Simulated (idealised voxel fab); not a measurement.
You're looking at the process module voxel self aligned contacts.
Section cut is 195 nm wide and gridded with 5 nm square cells.
Bands, listed from the top down, are how a cross-section gets written in this document; the cross-section itself is a grid of square cells, and a band is one or more rows of them.
Top, bottom (nm), then materials left to right with widths (nm); lone material tagged "full width" fills the whole band edge to edge; "empty" = empty space.
Heights are measured from 0, the level below which the as-received wafer is all one material; the lowest band has no bottom and continues downward, written as in "0 -> down".
It should be noted that a width expressed as "30 to 40" varies in equal increments from row to row of cells within the band, taking the value of the first number at the top row and that of the second number at the bottom row.
Basically "all unchanged" means that step didn't change any cell in the cross-section.
Look at "Closed-off voids" for the closed voids: empty spaces with no open path to the top, sized 8 cells or up. Each is width x height at distance, distance from the left edge, all nm.
That trailing text on a step's line, after the settings, is the simulator's own remark on the step.
If you see "overlay nm" on a step's line and that step has a mask, it's telling you how far right of where it was planned the mask ended up; a negative number means it went left instead.
Before/after cross-section pairs, one process step each; after shown to lowest changed band; step and settings beneath. Pairs may be from different runs of this module on the same starting wafer; a pair continues from the one above only where its "State before" entry says so.
State before
	60 -> 50 = 45 of SiO2; 35 of empty; 30 of SiO2; 35 of empty; 50 of SiO2
	50 -> 35 = 10 of SiO2; 40 of SiN; 25 of empty; 40 of SiN; 25 of empty; 40 of SiN; 15 of SiO2
	35 -> 5 = 10 of SiO2; 5 of SiN; 30 of polySi; 5 of SiN; 25 of empty; 5 of SiN; 30 of polySi; 5 of SiN; 25 of empty; 5 of SiN; 30 of polySi; 5 of SiN; 15 of SiO2
	5 -> 0 = 50 of SiO2; 25 of empty; 40 of SiO2; 25 of empty; 55 of SiO2
	0 -> down = Si full width
	Closed-off voids: none
Resultant Cross-Section
	65 -> 60 = 50 of TiN; 25 of empty; 40 of TiN; 25 of empty; 55 of TiN
	60 -> 50 = 45 of SiO2; 5 to 10 of TiN; 25 to 15 of empty; 5 to 10 of TiN; 30 of SiO2; 5 to 10 of TiN; 25 to 15 of empty; 5 to 10 of TiN; 50 of SiO2
	50 -> 35 = 10 of SiO2; 40 of SiN; 5 of TiN; 15 of empty; 5 of TiN; 40 of SiN; 5 of TiN; 15 of empty; 5 of TiN; 40 of SiN; 15 of SiO2
	35 -> 5 = 10 of SiO2; 5 of SiN; 30 of polySi; 5 of SiN; 5 of TiN; 15 of empty; 5 of TiN; 5 of SiN; 30 of polySi; 5 of SiN; 5 of TiN; 15 of empty; 5 of TiN; 5 of SiN; 30 of polySi; 5 of SiN; 15 of SiO2
	5 -> 0 = 50 of SiO2; 25 of TiN; 40 of SiO2; 25 of TiN; 55 of SiO2
	Everything below 0 is unchanged.
	Closed-off voids: none
Step linking the sections shown: CONFORMAL_DEP with material TiN, thk nm 5
State before: the state before this step is the cross-section shown after the step in the pair just above.
Resultant Cross-Section
	70 -> 65 = Ru full width
	65 -> 60 = 50 of TiN; 25 of Ru; 40 of TiN; 25 of Ru; 55 of TiN
	60 -> 50 = 45 of SiO2; 5 to 10 of TiN; 25 to 15 of Ru; 5 to 10 of TiN; 30 of SiO2; 5 to 10 of TiN; 25 to 15 of Ru; 5 to 10 of TiN; 50 of SiO2
	50 -> 35 = 10 of SiO2; 40 of SiN; 5 of TiN; 15 of Ru; 5 of TiN; 40 of SiN; 5 of TiN; 15 of Ru; 5 of TiN; 40 of SiN; 15 of SiO2
	35 -> 5 = 10 of SiO2; 5 of SiN; 30 of polySi; 5 of SiN; 5 of TiN; 15 of Ru; 5 of TiN; 5 of SiN; 30 of polySi; 5 of SiN; 5 of TiN; 15 of Ru; 5 of TiN; 5 of SiN; 30 of polySi; 5 of SiN; 15 of SiO2
	Everything below 5 is unchanged.
	Closed-off voids: none
Step linking the sections shown: FILL_DEP with material Ru, thk nm 5
State before: the state before this step is the cross-section shown after the step in the pair just above.
Resultant Cross-Section
	60 -> 50 = 45 of SiO2; 5 to 10 of TiN; 25 to 15 of Ru; 5 to 10 of TiN; 30 of SiO2; 5 to 10 of TiN; 25 to 15 of Ru; 5 to 10 of TiN; 50 of SiO2
	Everything below 50 is unchanged.
	Closed-off voids: none
Step linking the sections shown: CMP with height nm 60
State before: the state before this step is the cross-section shown after the step in the pair just above.
Resultant Cross-Section
	65 -> 60 = SiCN full width
	Everything below 60 is unchanged.
	Closed-off voids: none
Step linking the sections shown: CONFORMAL_DEP with material SiCN, thk nm 5
State before
	50 -> 35 = SiN full width
	35 -> 5 = polySi full width
	5 -> 0 = SiO2 full width
	0 -> down = Si full width
	Closed-off voids: none
Resultant Cross-Section
	65 -> 50 = 20 of empty; 30 of resist; 35 of empty; 30 of resist; 35 of empty; 30 of resist; 15 of empty
	Everything below 50 is unchanged.
	Closed-off voids: none
Step linking the sections shown: PATTERN with tone cover, mask id GATE, material resist, width nm 30, pitch nm 65, thk nm 15, overlay nm 5
State before: the state before this step is the cross-section shown after the step in the pair just above.
Resultant Cross-Section
	65 -> 50 = 20 of empty; 30 of resist; 35 of empty; 30 of resist; 35 of empty; 30 of resist; 15 of empty
	50 -> 35 = 20 of empty; 30 of SiN; 35 of empty; 30 of SiN; 35 of empty; 30 of SiN; 15 of empty
	Everything below 35 is unchanged.
	Closed-off voids: none
Step linking the sections shown: DIRECTIONAL_ETCH with etch materials SiN, depth nm 15
State before: the state before this step is the cross-section shown after the step in the pair just above.
Resultant Cross-Section
	65 -> 50 = 20 of empty; 30 of resist; 35 of empty; 30 of resist; 35 of empty; 30 of resist; 15 of empty
	50 -> 35 = 20 of empty; 30 of SiN; 35 of empty; 30 of SiN; 35 of empty; 30 of SiN; 15 of empty
	35 -> 5 = 20 of empty; 30 of polySi; 35 of empty; 30 of polySi; 35 of empty; 30 of polySi; 15 of empty
	Everything below 5 is unchanged.
	Closed-off voids: none
Step linking the sections shown: DIRECTIONAL_ETCH with etch materials polySi, depth nm 30
State before: the state before this step is the cross-section shown after the step in the pair just above.
Resultant Cross-Section
	50 -> 35 = 20 of empty; 30 of SiN; 35 of empty; 30 of SiN; 35 of empty; 30 of SiN; 15 of empty
	Everything below 35 is unchanged.
	Closed-off voids: none
Step linking the sections shown: STRIP with etch materials resist
State before: the state before this step is the cross-section shown after the step in the pair just above.
Resultant Cross-Section
	55 -> 35 = 15 of empty; 40 of SiN; 25 of empty; 40 of SiN; 25 of empty; 40 of SiN; 10 of empty
	35 -> 10 = 15 of empty; 5 of SiN; 30 of polySi; 5 of SiN; 25 of empty; 5 of SiN; 30 of polySi; 5 of SiN; 25 of empty; 5 of SiN; 30 of polySi; 5 of SiN; 10 of empty
	10 -> 5 = 20 of SiN; 30 of polySi; 35 of SiN; 30 of polySi; 35 of SiN; 30 of polySi; 15 of SiN
	Everything below 5 is unchanged.
	Closed-off voids: none
Step linking the sections shown: CONFORMAL_DEP with material SiN, thk nm 5
State before: the state before this step is the cross-section shown after the step in the pair just above.
Resultant Cross-Section
	50 -> 35 = 15 of empty; 40 of SiN; 25 of empty; 40 of SiN; 25 of empty; 40 of SiN; 10 of empty
	35 -> 5 = 15 of empty; 5 of SiN; 30 of polySi; 5 of SiN; 25 of empty; 5 of SiN; 30 of polySi; 5 of SiN; 25 of empty; 5 of SiN; 30 of polySi; 5 of SiN; 10 of empty
	Everything below 5 is unchanged.
	Closed-off voids: none
Step linking the sections shown: DIRECTIONAL_ETCH with etch materials SiN, depth nm 5
State before: the state before this step is the cross-section shown after the step in the pair just above.
Resultant Cross-Section
	65 -> 50 = SiO2 full width
	50 -> 35 = 15 of SiO2; 40 of SiN; 25 of SiO2; 40 of SiN; 25 of SiO2; 40 of SiN; 10 of SiO2
	35 -> 5 = 15 of SiO2; 5 of SiN; 30 of polySi; 5 of SiN; 25 of SiO2; 5 of SiN; 30 of polySi; 5 of SiN; 25 of SiO2; 5 of SiN; 30 of polySi; 5 of SiN; 10 of SiO2
	Everything below 5 is unchanged.
	Closed-off voids: none
Step linking the sections shown: FILL_DEP with material SiO2, thk nm 15
State before: the state before this step is the cross-section shown after the step in the pair just above.
Resultant Cross-Section
	60 -> 50 = SiO2 full width
	Everything below 50 is unchanged.
	Closed-off voids: none
Step linking the sections shown: CMP with height nm 60
State before: the state before this step is the cross-section shown after the step in the pair just above.
Resultant Cross-Section
	60 -> 50 = 40 of SiO2; 45 of empty; 20 of SiO2; 45 of empty; 45 of SiO2
	50 -> 35 = 15 of SiO2; 40 of SiN; 25 of empty; 40 of SiN; 25 of empty; 40 of SiN; 10 of SiO2
	35 -> 5 = 15 of SiO2; 5 of SiN; 30 of polySi; 5 of SiN; 25 of empty; 5 of SiN; 30 of polySi; 5 of SiN; 25 of empty; 5 of SiN; 30 of polySi; 5 of SiN; 10 of SiO2
	5 -> 0 = 55 of SiO2; 25 of empty; 40 of SiO2; 25 of empty; 50 of SiO2
	Everything below 0 is unchanged.
	Closed-off voids: none
Step linking the sections shown: MASKED_ETCH with tone open, mask id CONTACT, width nm 45, pitch nm 65, etch materials SiO2, depth nm 60, overlay nm 0
State before: the state before this step is the cross-section shown after the step in the pair just above.
Resultant Cross-Section
	65 -> 60 = 45 of TiN; 35 of empty; 30 of TiN; 35 of empty; 50 of TiN
	60 -> 50 = 40 of SiO2; 5 to 20 of TiN; 35 to 15 of empty; 5 to 10 of TiN; 20 of SiO2; 5 to 20 of TiN; 35 to 15 of empty; 5 to 10 of TiN; 45 of SiO2
	50 -> 35 = 15 of SiO2; 40 of SiN; 5 of TiN; 15 of empty; 5 of TiN; 40 of SiN; 5 of TiN; 15 of empty; 5 of TiN; 40 of SiN; 10 of SiO2
	35 -> 5 = 15 of SiO2; 5 of SiN; 30 of polySi; 5 of SiN; 5 of TiN; 15 of empty; 5 of TiN; 5 of SiN; 30 of polySi; 5 of SiN; 5 of TiN; 15 of empty; 5 of TiN; 5 of SiN; 30 of polySi; 5 of SiN; 10 of SiO2
	5 -> 0 = 55 of SiO2; 25 of TiN; 40 of SiO2; 25 of TiN; 50 of SiO2
	Everything below 0 is unchanged.
	Closed-off voids: none
Step linking the sections shown: CONFORMAL_DEP with material TiN, thk nm 5
State before: the state before this step is the cross-section shown after the step in the pair just above.
Resultant Cross-Section
	70 -> 65 = Ru full width
	65 -> 60 = 45 of TiN; 35 of Ru; 30 of TiN; 35 of Ru; 50 of TiN
	60 -> 50 = 40 of SiO2; 5 to 20 of TiN; 35 to 15 of Ru; 5 to 10 of TiN; 20 of SiO2; 5 to 20 of TiN; 35 to 15 of Ru; 5 to 10 of TiN; 45 of SiO2
	50 -> 35 = 15 of SiO2; 40 of SiN; 5 of TiN; 15 of Ru; 5 of TiN; 40 of SiN; 5 of TiN; 15 of Ru; 5 of TiN; 40 of SiN; 10 of SiO2
	35 -> 5 = 15 of SiO2; 5 of SiN; 30 of polySi; 5 of SiN; 5 of TiN; 15 of Ru; 5 of TiN; 5 of SiN; 30 of polySi; 5 of SiN; 5 of TiN; 15 of Ru; 5 of TiN; 5 of SiN; 30 of polySi; 5 of SiN; 10 of SiO2
	Everything below 5 is unchanged.
	Closed-off voids: none
Step linking the sections shown: FILL_DEP with material Ru, thk nm 5
State before: the state before this step is the cross-section shown after the step in the pair just above.
Resultant Cross-Section
	60 -> 50 = 40 of SiO2; 5 to 20 of TiN; 35 to 15 of Ru; 5 to 10 of TiN; 20 of SiO2; 5 to 20 of TiN; 35 to 15 of Ru; 5 to 10 of TiN; 45 of SiO2
	Everything below 50 is unchanged.
	Closed-off voids: none
Step linking the sections shown: CMP with height nm 60
State before: the state before this step is the cross-section shown after the step in the pair just above.
Resultant Cross-Section
	65 -> 60 = SiCN full width
	Everything below 60 is unchanged.
	Closed-off voids: none
Step linking the sections shown: CONFORMAL_DEP with material SiCN, thk nm 5
State before
	35 -> 5 = polySi full width
	5 -> 0 = SiO2 full width
	0 -> down = Si full width
	Closed-off voids: none
Resultant Cross-Section
	50 -> 35 = SiCN full width
	Everything below 35 is unchanged.
	Closed-off voids: none
Step linking the sections shown: DIRECTIONAL_DEP with material SiCN, thk nm 15
State before: the state before this step is the cross-section shown after the step in the pair just above.
Resultant Cross-Section
	65 -> 50 = 15 of empty; 30 of resist; 35 of empty; 30 of resist; 35 of empty; 30 of resist; 20 of empty
	Everything below 50 is unchanged.
	Closed-off voids: none
Step linking the sections shown: PATTERN with tone cover, mask id GATE, material resist, width nm 30, pitch nm 65, thk nm 15, overlay nm 0
State before: the state before this step is the cross-section shown after the step in the pair just above.
Resultant Cross-Section
	50 -> 35 = SiCN full width
	Everything below 35 is unchanged.
	Closed-off voids: none
Step linking the sections shown: STRIP with etch materials resist
State before: the state before this step is the cross-section shown after the step in the pair just above.
Resultant Cross-Section
	55 -> 50 = SiN full width
	Everything below 50 is unchanged.
	Closed-off voids: none
Step linking the sections shown: CONFORMAL_DEP with material SiN, thk nm 5
State before: the state before this step is the cross-section shown after the step in the pair just above.
Resultant Cross-Section
	50 -> 35 = SiCN full width
	Everything below 35 is unchanged.
	Closed-off voids: none
Step linking the sections shown: DIRECTIONAL_ETCH with etch materials SiN, depth nm 5
State before: the state before this step is the cross-section shown after the step in the pair just above.
Resultant Cross-Section
	65 -> 50 = SiO2 full width
	Everything below 50 is unchanged.
	Closed-off voids: none
Step linking the sections shown: FILL_DEP with material SiO2, thk nm 15
State before: the state before this step is the cross-section shown after the step in the pair just above.
Resultant Cross-Section
	60 -> 50 = SiO2 full width
	Everything below 50 is unchanged.
	Closed-off voids: none
Step linking the sections shown: CMP with height nm 60
State before: the state before this step is the cross-section shown after the step in the pair just above.
Resultant Cross-Section
	60 -> 50 = 40 of SiO2; 45 of empty; 20 of SiO2; 45 of empty; 45 of SiO2
	Everything below 50 is unchanged.
	Closed-off voids: none
Step linking the sections shown: MASKED_ETCH with tone open, mask id CONTACT, width nm 45, pitch nm 65, etch materials SiO2, depth nm 60, overlay nm 0
State before: the state before this step is the cross-section shown after the step in the pair just above.
Resultant Cross-Section
	65 -> 60 = 45 of TiN; 35 of empty; 30 of TiN; 35 of empty; 50 of TiN
	60 -> 55 = 40 of SiO2; 5 of TiN; 35 of empty; 5 of TiN; 20 of SiO2; 5 of TiN; 35 of empty; 5 of TiN; 45 of SiO2
	55 -> 50 = 40 of SiO2; 45 of TiN; 20 of SiO2; 45 of TiN; 45 of SiO2
	Everything below 50 is unchanged.
	Closed-off voids: none
Step linking the sections shown: CONFORMAL_DEP with material TiN, thk nm 5
State before: the state before this step is the cross-section shown after the step in the pair just above.
Resultant Cross-Section
	70 -> 65 = Ru full width
	65 -> 60 = 45 of TiN; 35 of Ru; 30 of TiN; 35 of Ru; 50 of TiN
	60 -> 55 = 40 of SiO2; 5 of TiN; 35 of Ru; 5 of TiN; 20 of SiO2; 5 of TiN; 35 of Ru; 5 of TiN; 45 of SiO2
	Everything below 55 is unchanged.
	Closed-off voids: none
Step linking the sections shown: FILL_DEP with material Ru, thk nm 5
State before: the state before this step is the cross-section shown after the step in the pair just above.
Resultant Cross-Section
	60 -> 55 = 40 of SiO2; 5 of TiN; 35 of Ru; 5 of TiN; 20 of SiO2; 5 of TiN; 35 of Ru; 5 of TiN; 45 of SiO2
	Everything below 55 is unchanged.
	Closed-off voids: none
Step linking the sections shown: CMP with height nm 60
State before: the state before this step is the cross-section shown after the step in the pair just above.
Resultant Cross-Section
	65 -> 60 = SiCN full width
	Everything below 60 is unchanged.
	Closed-off voids: none
Step linking the sections shown: CONFORMAL_DEP with material SiCN, thk nm 5
State before
	60 -> 50 = SiO2 full width
	50 -> 35 = 10 of SiO2; 40 of SiN; 25 of SiO2; 40 of SiN; 25 of SiO2; 40 of SiN; 15 of SiO2
	35 -> 5 = 10 of SiO2; 5 of SiN; 30 of polySi; 5 of SiN; 25 of SiO2; 5 of SiN; 30 of polySi; 5 of SiN; 25 of SiO2; 5 of SiN; 30 of polySi; 5 of SiN; 15 of SiO2
	5 -> 0 = SiO2 full width
	0 -> down = Si full width
	Closed-off voids: none
Resultant Cross-Section
	60 -> 50 = 40 of empty; 45 of SiO2; 20 of empty; 45 of SiO2; 45 of empty
	50 -> 35 = 10 of empty; 40 of SiN; 25 of SiO2; 40 of SiN; 25 of SiO2; 40 of SiN; 15 of empty
	35 -> 5 = 10 of empty; 5 of SiN; 30 of polySi; 5 of SiN; 25 of SiO2; 5 of SiN; 30 of polySi; 5 of SiN; 25 of SiO2; 5 of SiN; 30 of polySi; 5 of SiN; 15 of empty
	5 -> 0 = 10 of empty; 170 of SiO2; 15 of empty
	Everything below 0 is unchanged.
	Closed-off voids: none
Step linking the sections shown: MASKED_ETCH with tone cover, mask id CONTACT, width nm 45, pitch nm 65, etch materials SiO2, depth nm 60, overlay nm 0
State before: the state before this step is the cross-section shown after the step in the pair just above.
Resultant Cross-Section
	65 -> 60 = 35 of empty; 55 of TiN; 10 of empty; 55 of TiN; 40 of empty
	60 -> 55 = 35 of empty; 5 of TiN; 45 of SiO2; 5 of TiN; 10 of empty; 5 of TiN; 45 of SiO2; 5 of TiN; 40 of empty
	55 -> 50 = 5 of empty; 35 of TiN; 45 of SiO2; 20 of TiN; 45 of SiO2; 35 of TiN; 10 of empty
	50 -> 35 = 5 of empty; 5 of TiN; 40 of SiN; 25 of SiO2; 40 of SiN; 25 of SiO2; 40 of SiN; 5 of TiN; 10 of empty
	35 -> 5 = 5 of empty; 5 of TiN; 5 of SiN; 30 of polySi; 5 of SiN; 25 of SiO2; 5 of SiN; 30 of polySi; 5 of SiN; 25 of SiO2; 5 of SiN; 30 of polySi; 5 of SiN; 5 of TiN; 10 of empty
	5 -> 0 = 10 of TiN; 170 of SiO2; 15 of TiN
	Everything below 0 is unchanged.
	Closed-off voids: none
Step linking the sections shown: CONFORMAL_DEP with material TiN, thk nm 5
State before: the state before this step is the cross-section shown after the step in the pair just above.
Resultant Cross-Section
	70 -> 65 = Ru full width
	65 -> 60 = 35 of Ru; 55 of TiN; 10 of Ru; 55 of TiN; 40 of Ru
	60 -> 55 = 35 of Ru; 5 of TiN; 45 of SiO2; 5 of TiN; 10 of Ru; 5 of TiN; 45 of SiO2; 5 of TiN; 40 of Ru
	55 -> 50 = 5 of Ru; 35 of TiN; 45 of SiO2; 20 of TiN; 45 of SiO2; 35 of TiN; 10 of Ru
	50 -> 35 = 5 of Ru; 5 of TiN; 40 of SiN; 25 of SiO2; 40 of SiN; 25 of SiO2; 40 of SiN; 5 of TiN; 10 of Ru
	35 -> 5 = 5 of Ru; 5 of TiN; 5 of SiN; 30 of polySi; 5 of SiN; 25 of SiO2; 5 of SiN; 30 of polySi; 5 of SiN; 25 of SiO2; 5 of SiN; 30 of polySi; 5 of SiN; 5 of TiN; 10 of Ru
	Everything below 5 is unchanged.
	Closed-off voids: none
Step linking the sections shown: FILL_DEP with material Ru, thk nm 5
State before: the state before this step is the cross-section shown after the step in the pair just above.
Resultant Cross-Section
	60 -> 55 = 35 of Ru; 5 of TiN; 45 of SiO2; 5 of TiN; 10 of Ru; 5 of TiN; 45 of SiO2; 5 of TiN; 40 of Ru
	Everything below 55 is unchanged.
	Closed-off voids: none
Step linking the sections shown: CMP with height nm 60
State before: the state before this step is the cross-section shown after the step in the pair just above.
Resultant Cross-Section
	65 -> 60 = SiCN full width
	Everything below 60 is unchanged.
	Closed-off voids: none
Step linking the sections shown: CONFORMAL_DEP with material SiCN, thk nm 5
